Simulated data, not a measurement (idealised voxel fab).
process module | voxel spacer lines
cross-section cut | 230 nm wide | cells 5 nm
A cross-section is a grid of square cells, given in bands from the top down. A band is one or more rows of cells.
Each band's line starts with the height of the band's top and of its bottom, in nm. Then come its materials from left to right, each with its width in nm. One material with "throughout" fills the band from edge to edge. "air" is empty space.
Height 0 is the level under which the wafer as received is all one material. The lowest band goes on downwards, as in "0 down".
A width such as "30 to 40" changes by the same amount from each row of cells to the next, from the band's top row to its bottom row.
"no change" after a step means that no cell of the cross-section changed.
closed voids: empty space of 8 cells or more with no open way to the top, each as width x height at its distance from the left edge, in nm
after a step's settings: what the simulator itself notes on the step
overlay nm, on a step with a mask: how far to the right of its planned place the mask lay; to the left if negative
plan
1 op RECEIVE | material Si
2 op CONFORMAL_DEP | material Al2O3 | thk nm 5
3 op DIRECTIONAL_DEP | material SiN | thk nm 10
4 op DIRECTIONAL_DEP | material polySi | thk nm 25
5 op PATTERN | tone cover | mask id MANDREL | material resist | width nm 15 | pitch nm 60 | thk nm 35 | overlay nm 0
6 op DIRECTIONAL_ETCH | etch materials polySi | depth nm 25
7 op STRIP | etch materials resist
8 op CONFORMAL_DEP | material SiO2 | thk nm 15
9 op DIRECTIONAL_ETCH | etch materials SiO2 | depth nm 15
10 op STRIP | etch materials polySi
11 op DIRECTIONAL_ETCH | etch materials SiN | depth nm 10
12 op STRIP | etch materials SiO2
as received, after step 1
  0 down: Si throughout
  closed voids: none
first wafer at the end, as planned
  15 to 5: air 30 | SiN 15 | air 15 | SiN 15 | air 15 | SiN 15 | air 15 | SiN 15 | air 15 | SiN 15 | air 15 | SiN 15 | air 35
  5 to 0: Al2O3 throughout
  0 down: Si throughout
  closed voids: none
second wafer at the end: like start, like plan, one mistake
  55 to 40: air 30 | Al2O3 45 | air 15 | Al2O3 45 | air 15 | Al2O3 45 | air 35
  40 to 30: air 30 | Al2O3 15 | polySi 15 | Al2O3 15 | air 15 | Al2O3 15 | polySi 15 | Al2O3 15 | air 15 | Al2O3 15 | polySi 15 | Al2O3 15 | air 35
  30 to 15: Al2O3 45 | polySi 15 | Al2O3 45 | polySi 15 | Al2O3 45 | polySi 15 | Al2O3 50
  15 to 5: SiN throughout
  5 to 0: Al2O3 throughout
  0 down: Si throughout
  closed voids: none
what went wrong: step 8 ran as: op CONFORMAL_DEP | material Al2O3 | thk nm 15
at the end the second wafer has, in cells: 228 more of Al2O3 | 56 more of SiN | 45 more of polySi
